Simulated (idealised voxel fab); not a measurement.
The following process module bears the name voxel air gaps.
175 nm wide, 5 nm square cells: that's cross-section cut.
We lay out every cross-section as a grid of square cells and spell it out in bands from the top down, where one band means one or more rows of cells. The band entry comprises the height of the band's top followed by the height of its bottom, expressed in nm, and subsequently the band's materials from left to right, each stated together with its width in nm. Where a single material is marked with the word "everywhere", that material fills the band from edge to edge. The word "empty" represents empty space. We count height from 0. Below that, the starting wafer is all one material. The lowest band never ends at the bottom but goes on down; see "0 -> down" for how that is written. The width entry "30->40" should be interpreted row by row: the top row of cells in the band takes the first number, the bottom row takes the second number, and the change between adjacent rows is uniform throughout. "no change" means the step left every cell of the cross-section as it was. Voids not open to the top, 8 cells minimum: see "Unvented internal voids". Written width x height at distance; distance is from the left edge; nm. Read whatever lies past the settings on a step's line as the simulator's own remark about the step. "overlay nm" answers the question of how far to the right of plan the mask lay on a step that has a mask, and when it is negative the answer is to the left.

The planned process steps are enumerated hereunder:
1,RECEIVE, material Si
2,CONFORMAL_DEP, material SiO2, thk nm 15
3,CONFORMAL_DEP, material SiCN, thk nm 5
4,DIRECTIONAL_DEP, material SiO2, thk nm 30
5,DIRECTIONAL_DEP, material aC, thk nm 15
6,PATTERN, tone open, mask id LINES, material resist, width nm 15, pitch nm 50, thk nm 35, overlay nm 0
7,DIRECTIONAL_ETCH, etch materials aC, depth nm 15
8,STRIP, etch materials resist
9,DIRECTIONAL_ETCH, etch materials SiO2, depth nm 30
10,STRIP, etch materials aC
11,CONFORMAL_DEP, material TiN, thk nm 5
12,FILL_DEP, material Cu, thk nm 10
13,CMP, height nm 50
14,EPI, material Ru, thk nm 10
15,SELECTIVE_ETCH, etch materials SiO2, depth nm 40
16,CONFORMAL_DEP, material SiCN, thk nm 5
All wafers enter the flow in the same state. The width nm at step 6 differs from wafer to wafer, and the plan gives the value for the first wafer.

After step 1, as received: first of several wafers, cross-section:
    0 -> down: Si everywhere
    Unvented internal voids: none

Below, a row for every wafer. Read it as the end-of-module picture: for each material the wafer shows its cells gained (+) or lost (-) since it was received, and then its closed voids:
width nm 15, +15 Cu, +42 Ru, +142 SiCN, +105 SiO2, +39 TiN, Unvented internal voids: none
width nm 20, +30 Cu, +48 Ru, +142 SiCN, +105 SiO2, +42 TiN, Unvented internal voids: 20 x 20 at 55; 20 x 20 at 105
width nm 25, +45 Cu, +54 Ru, +134 SiCN, +105 SiO2, +45 TiN, Unvented internal voids: 15 x 20 at 55; 15 x 20 at 105
width nm 30, +60 Cu, +60 Ru, +94 SiCN, +153 SiO2, +48 TiN, Unvented internal voids: none
width nm 35, +75 Cu, +62 Ru, +94 SiCN, +141 SiO2, +51 TiN, Unvented internal voids: none
